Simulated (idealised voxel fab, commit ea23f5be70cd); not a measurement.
process module | voxel transistor to metal
cross-section cut | 190 nm wide | cells 5 nm
A cross-section is a grid of square cells, given in bands from the top down. A band is one or more rows of cells.
Each band's line starts with the height of the band's top and of its bottom, in nm. Then come its materials from left to right, each with its width in nm. One material with "throughout" fills the band from edge to edge. "air" is empty space.
Height 0 is the level under which the wafer as received is all one material. The lowest band goes on downwards, as in "0 down".
A width such as "30 to 40" changes by the same amount from each row of cells to the next, from the band's top row to its bottom row.
"no change" after a step means that no cell of the cross-section changed.
closed voids: empty space of 8 cells or more with no open way to the top, each as width x height at its distance from the left edge, in nm
after a step's settings: what the simulator itself notes on the step
overlay nm, on a step with a mask: how far to the right of its planned place the mask lay; to the left if negative
plan
1 op RECEIVE | material Si
2 op OXIDIZE | depth nm 5
3 op CONFORMAL_DEP | material SiN | thk nm 15
4 op MASKED_ETCH | tone cover | mask id ACTIVE | width nm 135 | etch materials SiN | depth nm 15 | overlay nm 0
5 op MASKED_ETCH | tone cover | mask id ACTIVE | width nm 135 | etch materials SiO2 | depth nm 5 | overlay nm 0
6 op MASKED_ETCH | tone cover | mask id ACTIVE | width nm 135 | etch materials Si | depth nm 20 | overlay nm 0
7 op FILL_DEP | material SiO2 | thk nm 10
8 op CMP | height nm 15
9 op SELECTIVE_ETCH | etch materials SiO2 | depth nm 5
10 op STRIP | etch materials SiN
11 op SELECTIVE_ETCH | etch materials SiO2 | depth nm 5
12 op OXIDIZE | depth nm 5
13 op DIRECTIONAL_DEP | material polySi | thk nm 30
14 op DIRECTIONAL_DEP | material SiCN | thk nm 10
15 op DIRECTIONAL_DEP | material aC | thk nm 15
16 op PATTERN | tone cover | mask id GATE | material resist | width nm 35 | thk nm 30 | overlay nm 0
17 op DIRECTIONAL_ETCH | etch materials aC | depth nm 15
18 op STRIP | etch materials resist
19 op DIRECTIONAL_ETCH | etch materials SiCN | depth nm 20
20 op DIRECTIONAL_ETCH | etch materials polySi | depth nm 40
21 op STRIP | etch materials aC
22 op CONFORMAL_DEP | material SiN | thk nm 5
23 op DIRECTIONAL_ETCH | etch materials SiN | depth nm 5
24 op DIRECTIONAL_ETCH | etch materials SiO2 | depth nm 5
25 op DIRECTIONAL_ETCH | etch materials Si | depth nm 5
26 op EPI | material nSi | thk nm 5
27 op FILL_DEP | material SiO2 | thk nm 10
28 op CMP | height nm 25
29 op STRIP | etch materials polySi
30 op SELECTIVE_ETCH | etch materials SiO2 | depth nm 5
31 op CONFORMAL_DEP | material HfO2 | thk nm 5
32 op CONFORMAL_DEP | material TiN | thk nm 5
33 op FILL_DEP | material W | thk nm 10
34 op CMP | height nm 20
35 op DIRECTIONAL_DEP | material SiO2 | thk nm 15
36 op MASKED_ETCH | tone open | mask id CONTACT | width nm 20 | pitch nm 95 | etch materials SiO2 | depth nm 45 | overlay nm 0
37 op CONFORMAL_DEP | material TiN | thk nm 5
38 op FILL_DEP | material W | thk nm 5
39 op CMP | height nm 35
40 op DIRECTIONAL_DEP | material TiN | thk nm 5
41 op DIRECTIONAL_DEP | material W | thk nm 20
42 op MASKED_ETCH | tone cover | mask id METAL_1 | width nm 20 | pitch nm 95 | etch materials W | depth nm 20 | overlay nm 0
43 op MASKED_ETCH | tone cover | mask id METAL_1 | width nm 20 | pitch nm 95 | etch materials TiN | depth nm 5 | overlay nm 0
44 op FILL_DEP | material lowk | thk nm 10
45 op CMP | height nm 60
46 op CONFORMAL_DEP | material SiCN | thk nm 5
first wafer, as planned
as received, after step 1
  0 down: Si throughout
  closed voids: none
after step 2
  0 to -5: SiO2 throughout
  below -5: unchanged
after step 3
  15 to 0: SiN throughout
  below 0: unchanged
after step 4
  15 to 0: air 25 | SiN 135 | air 30
  below 0: unchanged
after step 5
  15 to 0: air 25 | SiN 135 | air 30
  0 to -5: air 25 | SiO2 135 | air 30
  below -5: unchanged
after step 6
  15 to 0: air 25 | SiN 135 | air 30
  0 to -5: air 25 | SiO2 135 | air 30
  -5 to -25: air 25 | Si 135 | air 30
  below -25: unchanged
after step 7
  25 to 15: SiO2 throughout
  15 to 0: SiO2 25 | SiN 135 | SiO2 30
  0 to -5: SiO2 throughout
  -5 to -25: SiO2 25 | Si 135 | SiO2 30
  below -25: unchanged
after step 8
  15 to 0: SiO2 25 | SiN 135 | SiO2 30
  below 0: unchanged
after step 9
  15 to 10: air 25 | SiN 135 | air 30
  below 10: unchanged
after step 10
  10 to 0: SiO2 25 | air 135 | SiO2 30
  below 0: unchanged
after step 11
  5 to -5: SiO2 20 | air 145 | SiO2 25
  below -5: unchanged
after step 12
  5 to -5: SiO2 20 | air 145 | SiO2 25
  -5 to -10: SiO2 throughout
  below -10: unchanged
after step 13
  35 to 25: polySi 20 | air 145 | polySi 25
  25 to 5: polySi throughout
  5 to -5: SiO2 20 | polySi 145 | SiO2 25
  below -5: unchanged
after step 14
  45 to 35: SiCN 20 | air 145 | SiCN 25
  35 to 25: polySi 20 | SiCN 145 | polySi 25
  below 25: unchanged
after step 15
  60 to 50: aC 20 | air 145 | aC 25
  50 to 45: aC throughout
  45 to 35: SiCN 20 | aC 145 | SiCN 25
  below 35: unchanged
after step 16
  90 to 60: air 75 | resist 35 | air 80
  60 to 50: aC 20 | air 55 | resist 35 | air 55 | aC 25
  below 50: unchanged
after step 17
  75 to 50: air 75 | resist 35 | air 80
  50 to 45: air 75 | aC 35 | air 80
  45 to 35: SiCN 20 | air 55 | aC 35 | air 55 | SiCN 25
  below 35: unchanged
after step 18
  50 to 45: air 75 | aC 35 | air 80
  below 45: unchanged
after step 19
  50 to 35: air 75 | aC 35 | air 80
  35 to 25: polySi 20 | air 55 | SiCN 35 | air 55 | polySi 25
  below 25: unchanged
after step 20
  50 to 35: air 75 | aC 35 | air 80
  35 to 25: air 75 | SiCN 35 | air 80
  25 to 5: air 75 | polySi 35 | air 80
  5 to -5: SiO2 20 | air 55 | polySi 35 | air 55 | SiO2 25
  below -5: unchanged
after step 21
  35 to 25: air 75 | SiCN 35 | air 80
  below 25: unchanged
after step 22
  40 to 35: air 70 | SiN 45 | air 75
  35 to 25: air 70 | SiN 5 | SiCN 35 | SiN 5 | air 75
  25 to 10: air 70 | SiN 5 | polySi 35 | SiN 5 | air 75
  10 to 5: SiN 25 | air 45 | SiN 5 | polySi 35 | SiN 5 | air 45 | SiN 30
  5 to 0: SiO2 20 | SiN 5 | air 45 | SiN 5 | polySi 35 | SiN 5 | air 45 | SiN 5 | SiO2 25
  0 to -5: SiO2 20 | SiN 55 | polySi 35 | SiN 55 | SiO2 25
  below -5: unchanged
after step 23
  35 to 25: air 70 | SiN 5 | SiCN 35 | SiN 5 | air 75
  25 to 5: air 70 | SiN 5 | polySi 35 | SiN 5 | air 75
  5 to -5: SiO2 20 | SiN 5 | air 45 | SiN 5 | polySi 35 | SiN 5 | air 45 | SiN 5 | SiO2 25
  below -5: unchanged
after step 24
  35 to 25: air 70 | SiN 5 | SiCN 35 | SiN 5 | air 75
  25 to 5: air 70 | SiN 5 | polySi 35 | SiN 5 | air 75
  5 to 0: air 20 | SiN 5 | air 45 | SiN 5 | polySi 35 | SiN 5 | air 45 | SiN 5 | air 25
  0 to -5: SiO2 20 | SiN 5 | air 45 | SiN 5 | polySi 35 | SiN 5 | air 45 | SiN 5 | SiO2 25
  -5 to -10: SiO2 25 | air 45 | SiO2 45 | air 45 | SiO2 30
  below -10: unchanged
after step 25
  35 to 25: air 70 | SiN 5 | SiCN 35 | SiN 5 | air 75
  25 to 5: air 70 | SiN 5 | polySi 35 | SiN 5 | air 75
  5 to 0: air 20 | SiN 5 | air 45 | SiN 5 | polySi 35 | SiN 5 | air 45 | SiN 5 | air 25
  0 to -5: SiO2 20 | SiN 5 | air 45 | SiN 5 | polySi 35 | SiN 5 | air 45 | SiN 5 | SiO2 25
  -5 to -10: SiO2 25 | air 45 | SiO2 45 | air 45 | SiO2 30
  -10 to -15: SiO2 25 | air 45 | Si 45 | air 45 | SiO2 30
  below -15: unchanged
after step 26
  35 to 25: air 70 | SiN 5 | SiCN 35 | SiN 5 | air 75
  25 to 5: air 70 | SiN 5 | polySi 35 | SiN 5 | air 75
  5 to 0: air 20 | SiN 5 | air 45 | SiN 5 | polySi 35 | SiN 5 | air 45 | SiN 5 | air 25
  0 to -5: SiO2 20 | SiN 5 | air 45 | SiN 5 | polySi 35 | SiN 5 | air 45 | SiN 5 | SiO2 25
  -5 to -10: SiO2 25 | air 40 | nSi 5 | SiO2 45 | nSi 5 | air 40 | SiO2 30
  -10 to -15: SiO2 25 | nSi 45 | Si 45 | nSi 45 | SiO2 30
  below -15: unchanged
after step 27
  45 to 35: SiO2 throughout
  35 to 25: SiO2 70 | SiN 5 | SiCN 35 | SiN 5 | SiO2 75
  25 to 5: SiO2 70 | SiN 5 | polySi 35 | SiN 5 | SiO2 75
  5 to -5: SiO2 20 | SiN 5 | SiO2 45 | SiN 5 | polySi 35 | SiN 5 | SiO2 45 | SiN 5 | SiO2 25
  -5 to -10: SiO2 65 | nSi 5 | SiO2 45 | nSi 5 | SiO2 70
  below -10: unchanged
after step 28
  25 to 5: SiO2 70 | SiN 5 | polySi 35 | SiN 5 | SiO2 75
  below 5: unchanged
after step 29
  25 to 5: SiO2 70 | SiN 5 | air 35 | SiN 5 | SiO2 75
  5 to -5: SiO2 20 | SiN 5 | SiO2 45 | SiN 5 | air 35 | SiN 5 | SiO2 45 | SiN 5 | SiO2 25
  below -5: unchanged
after step 30
  25 to 20: air 70 | SiN 5 | air 35 | SiN 5 | air 75
  20 to 5: SiO2 70 | SiN 5 | air 35 | SiN 5 | SiO2 75
  5 to -5: SiO2 20 | SiN 5 | SiO2 45 | SiN 5 | air 35 | SiN 5 | SiO2 45 | SiN 5 | SiO2 25
  -5 to -10: SiO2 65 | nSi 5 | air 45 | nSi 5 | SiO2 70
  below -10: unchanged
after step 31
  30 to 25: air 65 | HfO2 15 | air 25 | HfO2 15 | air 70
  25 to 20: HfO2 70 | SiN 5 | HfO2 5 | air 25 | HfO2 5 | SiN 5 | HfO2 75
  20 to 5: SiO2 70 | SiN 5 | HfO2 5 | air 25 | HfO2 5 | SiN 5 | SiO2 75
  5 to -5: SiO2 20 | SiN 5 | SiO2 45 | SiN 5 | HfO2 5 | air 25 | HfO2 5 | SiN 5 | SiO2 45 | SiN 5 | SiO2 25
  -5 to -10: SiO2 65 | nSi 5 | HfO2 45 | nSi 5 | SiO2 70
  below -10: unchanged
after step 32
  35 to 30: air 60 | TiN 25 | air 15 | TiN 25 | air 65
  30 to 25: TiN 65 | HfO2 15 | TiN 5 | air 15 | TiN 5 | HfO2 15 | TiN 70
  25 to 20: HfO2 70 | SiN 5 | HfO2 5 | TiN 5 | air 15 | TiN 5 | HfO2 5 | SiN 5 | HfO2 75
  20 to 5: SiO2 70 | SiN 5 | HfO2 5 | TiN 5 | air 15 | TiN 5 | HfO2 5 | SiN 5 | SiO2 75
  5 to 0: SiO2 20 | SiN 5 | SiO2 45 | SiN 5 | HfO2 5 | TiN 5 | air 15 | TiN 5 | HfO2 5 | SiN 5 | SiO2 45 | SiN 5 | SiO2 25
  0 to -5: SiO2 20 | SiN 5 | SiO2 45 | SiN 5 | HfO2 5 | TiN 25 | HfO2 5 | SiN 5 | SiO2 45 | SiN 5 | SiO2 25
  below -5: unchanged
after step 33
  45 to 35: W throughout
  35 to 30: W 60 | TiN 25 | W 15 | TiN 25 | W 65
  30 to 25: TiN 65 | HfO2 15 | TiN 5 | W 15 | TiN 5 | HfO2 15 | TiN 70
  25 to 20: HfO2 70 | SiN 5 | HfO2 5 | TiN 5 | W 15 | TiN 5 | HfO2 5 | SiN 5 | HfO2 75
  20 to 5: SiO2 70 | SiN 5 | HfO2 5 | TiN 5 | W 15 | TiN 5 | HfO2 5 | SiN 5 | SiO2 75
  5 to 0: SiO2 20 | SiN 5 | SiO2 45 | SiN 5 | HfO2 5 | TiN 5 | W 15 | TiN 5 | HfO2 5 | SiN 5 | SiO2 45 | SiN 5 | SiO2 25
  below 0: unchanged
after step 34
  20 to 5: SiO2 70 | SiN 5 | HfO2 5 | TiN 5 | W 15 | TiN 5 | HfO2 5 | SiN 5 | SiO2 75
  below 5: unchanged
after step 35
  35 to 20: SiO2 throughout
  below 20: unchanged
after step 36
  35 to 20: SiO2 35 | air 20 | SiO2 75 | air 20 | SiO2 40
  20 to 5: SiO2 35 | air 20 | SiO2 15 | SiN 5 | HfO2 5 | TiN 5 | W 15 | TiN 5 | HfO2 5 | SiN 5 | SiO2 15 | air 20 | SiO2 40
  5 to 0: SiO2 20 | SiN 5 | SiO2 10 | air 20 | SiO2 15 | SiN 5 | HfO2 5 | TiN 5 | W 15 | TiN 5 | HfO2 5 | SiN 5 | SiO2 15 | air 20 | SiO2 10 | SiN 5 | SiO2 25
  0 to -5: SiO2 20 | SiN 5 | SiO2 10 | air 20 | SiO2 15 | SiN 5 | HfO2 5 | TiN 25 | HfO2 5 | SiN 5 | SiO2 15 | air 20 | SiO2 10 | SiN 5 | SiO2 25
  -5 to -10: SiO2 35 | air 20 | SiO2 10 | nSi 5 | HfO2 45 | nSi 5 | SiO2 10 | air 20 | SiO2 40
  below -10: unchanged
after step 37
  40 to 35: TiN 40 | air 10 | TiN 85 | air 10 | TiN 45
  35 to 20: SiO2 35 | TiN 5 | air 10 | TiN 5 | SiO2 75 | TiN 5 | air 10 | TiN 5 | SiO2 40
  20 to 5: SiO2 35 | TiN 5 | air 10 | TiN 5 | SiO2 15 | SiN 5 | HfO2 5 | TiN 5 | W 15 | TiN 5 | HfO2 5 | SiN 5 | SiO2 15 | TiN 5 | air 10 | TiN 5 | SiO2 40
  5 to 0: SiO2 20 | SiN 5 | SiO2 10 | TiN 5 | air 10 | TiN 5 | SiO2 15 | SiN 5 | HfO2 5 | TiN 5 | W 15 | TiN 5 | HfO2 5 | SiN 5 | SiO2 15 | TiN 5 | air 10 | TiN 5 | SiO2 10 | SiN 5 | SiO2 25
  0 to -5: SiO2 20 | SiN 5 | SiO2 10 | TiN 5 | air 10 | TiN 5 | SiO2 15 | SiN 5 | HfO2 5 | TiN 25 | HfO2 5 | SiN 5 | SiO2 15 | TiN 5 | air 10 | TiN 5 | SiO2 10 | SiN 5 | SiO2 25
  -5 to -10: SiO2 35 | TiN 20 | SiO2 10 | nSi 5 | HfO2 45 | nSi 5 | SiO2 10 | TiN 20 | SiO2 40
  below -10: unchanged
after step 38
  45 to 40: W throughout
  40 to 35: TiN 40 | W 10 | TiN 85 | W 10 | TiN 45
  35 to 20: SiO2 35 | TiN 5 | W 10 | TiN 5 | SiO2 75 | TiN 5 | W 10 | TiN 5 | SiO2 40
  20 to 5: SiO2 35 | TiN 5 | W 10 | TiN 5 | SiO2 15 | SiN 5 | HfO2 5 | TiN 5 | W 15 | TiN 5 | HfO2 5 | SiN 5 | SiO2 15 | TiN 5 | W 10 | TiN 5 | SiO2 40
  5 to 0: SiO2 20 | SiN 5 | SiO2 10 | TiN 5 | W 10 | TiN 5 | SiO2 15 | SiN 5 | HfO2 5 | TiN 5 | W 15 | TiN 5 | HfO2 5 | SiN 5 | SiO2 15 | TiN 5 | W 10 | TiN 5 | SiO2 10 | SiN 5 | SiO2 25
  0 to -5: SiO2 20 | SiN 5 | SiO2 10 | TiN 5 | W 10 | TiN 5 | SiO2 15 | SiN 5 | HfO2 5 | TiN 25 | HfO2 5 | SiN 5 | SiO2 15 | TiN 5 | W 10 | TiN 5 | SiO2 10 | SiN 5 | SiO2 25
  below -5: unchanged
after step 39
  35 to 20: SiO2 35 | TiN 5 | W 10 | TiN 5 | SiO2 75 | TiN 5 | W 10 | TiN 5 | SiO2 40
  below 20: unchanged
after step 40
  40 to 35: TiN throughout
  below 35: unchanged
after step 41
  60 to 40: W throughout
  below 40: unchanged
after step 42
  60 to 40: air 35 | W 20 | air 75 | W 20 | air 40
  below 40: unchanged
after step 43
  60 to 40: air 35 | W 20 | air 75 | W 20 | air 40
  40 to 35: air 35 | TiN 20 | air 75 | TiN 20 | air 40
  below 35: unchanged
after step 44
  70 to 60: lowk throughout
  60 to 40: lowk 35 | W 20 | lowk 75 | W 20 | lowk 40
  40 to 35: lowk 35 | TiN 20 | lowk 75 | TiN 20 | lowk 40
  below 35: unchanged
after step 45
  60 to 40: lowk 35 | W 20 | lowk 75 | W 20 | lowk 40
  below 40: unchanged
after step 46
  65 to 60: SiCN throughout
  below 60: unchanged
second wafer: like start, like plan, one mistake. Through step 3 it matches the first wafer
when step 4 should have ended
  15 to 0: SiN 25 | air 135 | SiN 30
  below 0: unchanged
when step 5 should have ended: no change
when step 6 should have ended: no change
when step 7 should have ended
  25 to 15: SiO2 throughout
  15 to 0: SiN 25 | SiO2 135 | SiN 30
  below 0: unchanged
when step 8 should have ended
  15 to 0: SiN 25 | SiO2 135 | SiN 30
  below 0: unchanged
when step 9 should have ended
  15 to 10: SiN 25 | air 135 | SiN 30
  below 10: unchanged
when step 10 should have ended
  10 to 0: air 25 | SiO2 135 | air 30
  below 0: unchanged
when step 11 should have ended
  5 to -5: air 30 | SiO2 125 | air 35
  below -5: unchanged
when step 12 should have ended
  5 to -5: air 30 | SiO2 125 | air 35
  -5 to -10: SiO2 35 | Si 115 | SiO2 40
  below -10: unchanged
when step 13 should have ended
  35 to 25: air 30 | polySi 125 | air 35
  25 to 5: polySi throughout
  5 to -5: polySi 30 | SiO2 125 | polySi 35
  below -5: unchanged
when step 14 should have ended
  45 to 35: air 30 | SiCN 125 | air 35
  35 to 25: SiCN 30 | polySi 125 | SiCN 35
  below 25: unchanged
when step 15 should have ended
  60 to 50: air 30 | aC 125 | air 35
  50 to 45: aC throughout
  45 to 35: aC 30 | SiCN 125 | aC 35
  below 35: unchanged
when step 16 should have ended
  90 to 60: air 75 | resist 35 | air 80
  below 60: unchanged
when step 17 should have ended
  75 to 60: air 75 | resist 35 | air 80
  60 to 45: air 75 | aC 35 | air 80
  45 to 35: air 30 | SiCN 125 | air 35
  below 35: unchanged
when step 18 should have ended
  60 to 45: air 75 | aC 35 | air 80
  below 45: unchanged
when step 19 should have ended
  60 to 45: air 75 | aC 35 | air 80
  45 to 35: air 75 | SiCN 35 | air 80
  35 to 25: air 30 | polySi 125 | air 35
  below 25: unchanged
when step 20 should have ended
  60 to 45: air 75 | aC 35 | air 80
  45 to 35: air 75 | SiCN 35 | air 80
  35 to 5: air 75 | polySi 35 | air 80
  5 to -5: air 30 | SiO2 125 | air 35
  below -5: unchanged
when step 21 should have ended
  45 to 35: air 75 | SiCN 35 | air 80
  below 35: unchanged
when step 22 should have ended
  50 to 45: air 70 | SiN 45 | air 75
  45 to 35: air 70 | SiN 5 | SiCN 35 | SiN 5 | air 75
  35 to 10: air 70 | SiN 5 | polySi 35 | SiN 5 | air 75
  10 to 5: air 25 | SiN 50 | polySi 35 | SiN 50 | air 30
  5 to 0: air 25 | SiN 5 | SiO2 125 | SiN 5 | air 30
  0 to -5: SiN 30 | SiO2 125 | SiN 35
  below -5: unchanged
when step 23 should have ended
  45 to 35: air 70 | SiN 5 | SiCN 35 | SiN 5 | air 75
  35 to 5: air 70 | SiN 5 | polySi 35 | SiN 5 | air 75
  5 to -5: air 25 | SiN 5 | SiO2 125 | SiN 5 | air 30
  below -5: unchanged
when step 24 should have ended
  45 to 35: air 70 | SiN 5 | SiCN 35 | SiN 5 | air 75
  35 to 5: air 70 | SiN 5 | polySi 35 | SiN 5 | air 75
  5 to 0: air 25 | SiN 5 | air 40 | SiO2 45 | air 40 | SiN 5 | air 30
  0 to -5: air 25 | SiN 5 | SiO2 125 | SiN 5 | air 30
  -5 to -10: air 25 | SiO2 10 | Si 115 | SiO2 10 | air 30
  below -10: unchanged
when step 25 should have ended
  45 to 35: air 70 | SiN 5 | SiCN 35 | SiN 5 | air 75
  35 to 5: air 70 | SiN 5 | polySi 35 | SiN 5 | air 75
  5 to 0: air 25 | SiN 5 | air 40 | SiO2 45 | air 40 | SiN 5 | air 30
  0 to -5: air 25 | SiN 5 | SiO2 125 | SiN 5 | air 30
  -5 to -10: air 25 | SiO2 10 | Si 115 | SiO2 10 | air 30
  -10 to -15: air 25 | Si 135 | air 30
  below -15: unchanged
when step 26 should have ended
  45 to 35: air 70 | SiN 5 | SiCN 35 | SiN 5 | air 75
  35 to 5: air 70 | SiN 5 | polySi 35 | SiN 5 | air 75
  5 to 0: air 25 | SiN 5 | air 40 | SiO2 45 | air 40 | SiN 5 | air 30
  0 to -5: air 25 | SiN 5 | SiO2 125 | SiN 5 | air 30
  -5 to -10: air 20 | nSi 5 | SiO2 10 | Si 115 | SiO2 10 | nSi 5 | air 25
  -10 to -15: nSi 25 | Si 135 | nSi 30
  below -15: unchanged
when step 27 should have ended
  55 to 45: SiO2 throughout
  45 to 35: SiO2 70 | SiN 5 | SiCN 35 | SiN 5 | SiO2 75
  35 to 5: SiO2 70 | SiN 5 | polySi 35 | SiN 5 | SiO2 75
  5 to -5: SiO2 25 | SiN 5 | SiO2 125 | SiN 5 | SiO2 30
  -5 to -10: SiO2 20 | nSi 5 | SiO2 10 | Si 115 | SiO2 10 | nSi 5 | SiO2 25
  below -10: unchanged
when step 28 should have ended
  25 to 5: SiO2 70 | SiN 5 | polySi 35 | SiN 5 | SiO2 75
  below 5: unchanged
when step 29 should have ended
  25 to 5: SiO2 70 | SiN 5 | air 35 | SiN 5 | SiO2 75
  below 5: unchanged
when step 30 should have ended
  25 to 20: air 70 | SiN 5 | air 35 | SiN 5 | air 75
  20 to 5: SiO2 70 | SiN 5 | air 35 | SiN 5 | SiO2 75
  5 to 0: SiO2 25 | SiN 5 | SiO2 40 | air 45 | SiO2 40 | SiN 5 | SiO2 30
  below 0: unchanged
when step 31 should have ended
  30 to 25: air 65 | HfO2 15 | air 25 | HfO2 15 | air 70
  25 to 20: HfO2 70 | SiN 5 | HfO2 5 | air 25 | HfO2 5 | SiN 5 | HfO2 75
  20 to 5: SiO2 70 | SiN 5 | HfO2 5 | air 25 | HfO2 5 | SiN 5 | SiO2 75
  5 to 0: SiO2 25 | SiN 5 | SiO2 40 | HfO2 45 | SiO2 40 | SiN 5 | SiO2 30
  below 0: unchanged
when step 32 should have ended
  35 to 30: air 60 | TiN 25 | air 15 | TiN 25 | air 65
  30 to 25: TiN 65 | HfO2 15 | TiN 5 | air 15 | TiN 5 | HfO2 15 | TiN 70
  25 to 20: HfO2 70 | SiN 5 | HfO2 5 | TiN 5 | air 15 | TiN 5 | HfO2 5 | SiN 5 | HfO2 75
  20 to 10: SiO2 70 | SiN 5 | HfO2 5 | TiN 5 | air 15 | TiN 5 | HfO2 5 | SiN 5 | SiO2 75
  10 to 5: SiO2 70 | SiN 5 | HfO2 5 | TiN 25 | HfO2 5 | SiN 5 | SiO2 75
  below 5: unchanged
when step 33 should have ended
  45 to 35: W throughout
  35 to 30: W 60 | TiN 25 | W 15 | TiN 25 | W 65
  30 to 25: TiN 65 | HfO2 15 | TiN 5 | W 15 | TiN 5 | HfO2 15 | TiN 70
  25 to 20: HfO2 70 | SiN 5 | HfO2 5 | TiN 5 | W 15 | TiN 5 | HfO2 5 | SiN 5 | HfO2 75
  20 to 10: SiO2 70 | SiN 5 | HfO2 5 | TiN 5 | W 15 | TiN 5 | HfO2 5 | SiN 5 | SiO2 75
  below 10: unchanged
when step 34 should have ended
  20 to 10: SiO2 70 | SiN 5 | HfO2 5 | TiN 5 | W 15 | TiN 5 | HfO2 5 | SiN 5 | SiO2 75
  below 10: unchanged
when step 35 should have ended
  35 to 20: SiO2 throughout
  below 20: unchanged
when step 36 should have ended
  35 to 20: SiO2 35 | air 20 | SiO2 75 | air 20 | SiO2 40
  20 to 10: SiO2 35 | air 20 | SiO2 15 | SiN 5 | HfO2 5 | TiN 5 | W 15 | TiN 5 | HfO2 5 | SiN 5 | SiO2 15 | air 20 | SiO2 40
  10 to 5: SiO2 35 | air 20 | SiO2 15 | SiN 5 | HfO2 5 | TiN 25 | HfO2 5 | SiN 5 | SiO2 15 | air 20 | SiO2 40
  5 to 0: SiO2 25 | SiN 5 | SiO2 5 | air 20 | SiO2 15 | HfO2 45 | SiO2 15 | air 20 | SiO2 5 | SiN 5 | SiO2 30
  0 to -5: SiO2 25 | SiN 5 | SiO2 5 | air 20 | SiO2 75 | air 20 | SiO2 5 | SiN 5 | SiO2 30
  below -5: unchanged
when step 37 should have ended
  40 to 35: TiN 40 | air 10 | TiN 85 | air 10 | TiN 45
  35 to 20: SiO2 35 | TiN 5 | air 10 | TiN 5 | SiO2 75 | TiN 5 | air 10 | TiN 5 | SiO2 40
  20 to 10: SiO2 35 | TiN 5 | air 10 | TiN 5 | SiO2 15 | SiN 5 | HfO2 5 | TiN 5 | W 15 | TiN 5 | HfO2 5 | SiN 5 | SiO2 15 | TiN 5 | air 10 | TiN 5 | SiO2 40
  10 to 5: SiO2 35 | TiN 5 | air 10 | TiN 5 | SiO2 15 | SiN 5 | HfO2 5 | TiN 25 | HfO2 5 | SiN 5 | SiO2 15 | TiN 5 | air 10 | TiN 5 | SiO2 40
  5 to 0: SiO2 25 | SiN 5 | SiO2 5 | TiN 5 | air 10 | TiN 5 | SiO2 15 | HfO2 45 | SiO2 15 | TiN 5 | air 10 | TiN 5 | SiO2 5 | SiN 5 | SiO2 30
  0 to -5: SiO2 25 | SiN 5 | SiO2 5 | TiN 20 | SiO2 75 | TiN 20 | SiO2 5 | SiN 5 | SiO2 30
  below -5: unchanged
when step 38 should have ended
  45 to 40: W throughout
  40 to 35: TiN 40 | W 10 | TiN 85 | W 10 | TiN 45
  35 to 20: SiO2 35 | TiN 5 | W 10 | TiN 5 | SiO2 75 | TiN 5 | W 10 | TiN 5 | SiO2 40
  20 to 10: SiO2 35 | TiN 5 | W 10 | TiN 5 | SiO2 15 | SiN 5 | HfO2 5 | TiN 5 | W 15 | TiN 5 | HfO2 5 | SiN 5 | SiO2 15 | TiN 5 | W 10 | TiN 5 | SiO2 40
  10 to 5: SiO2 35 | TiN 5 | W 10 | TiN 5 | SiO2 15 | SiN 5 | HfO2 5 | TiN 25 | HfO2 5 | SiN 5 | SiO2 15 | TiN 5 | W 10 | TiN 5 | SiO2 40
  5 to 0: SiO2 25 | SiN 5 | SiO2 5 | TiN 5 | W 10 | TiN 5 | SiO2 15 | HfO2 45 | SiO2 15 | TiN 5 | W 10 | TiN 5 | SiO2 5 | SiN 5 | SiO2 30
  below 0: unchanged
when step 39 should have ended
  35 to 20: SiO2 35 | TiN 5 | W 10 | TiN 5 | SiO2 75 | TiN 5 | W 10 | TiN 5 | SiO2 40
  below 20: unchanged
when step 40 should have ended
  40 to 35: TiN throughout
  below 35: unchanged
when step 41 should have ended
  60 to 40: W throughout
  below 40: unchanged
when step 42 should have ended
  60 to 40: air 35 | W 20 | air 75 | W 20 | air 40
  below 40: unchanged
when step 43 should have ended
  60 to 40: air 35 | W 20 | air 75 | W 20 | air 40
  40 to 35: air 35 | TiN 20 | air 75 | TiN 20 | air 40
  below 35: unchanged
when step 44 should have ended
  70 to 60: lowk throughout
  60 to 40: lowk 35 | W 20 | lowk 75 | W 20 | lowk 40
  40 to 35: lowk 35 | TiN 20 | lowk 75 | TiN 20 | lowk 40
  below 35: unchanged
when step 45 should have ended
  60 to 40: lowk 35 | W 20 | lowk 75 | W 20 | lowk 40
  below 40: unchanged
when step 46 should have ended
  65 to 60: SiCN throughout
  below 60: unchanged
what went wrong: step 4 ran as: op MASKED_ETCH | tone open | mask id ACTIVE | width nm 135 | etch materials SiN | depth nm 15 | overlay nm 0
at the end the second wafer has, in cells: 4 fewer of HfO2 | 63 more of Si | 4 fewer of SiN | 30 fewer of SiO2 | 8 fewer of TiN | 10 fewer of W | 7 fewer of nSi
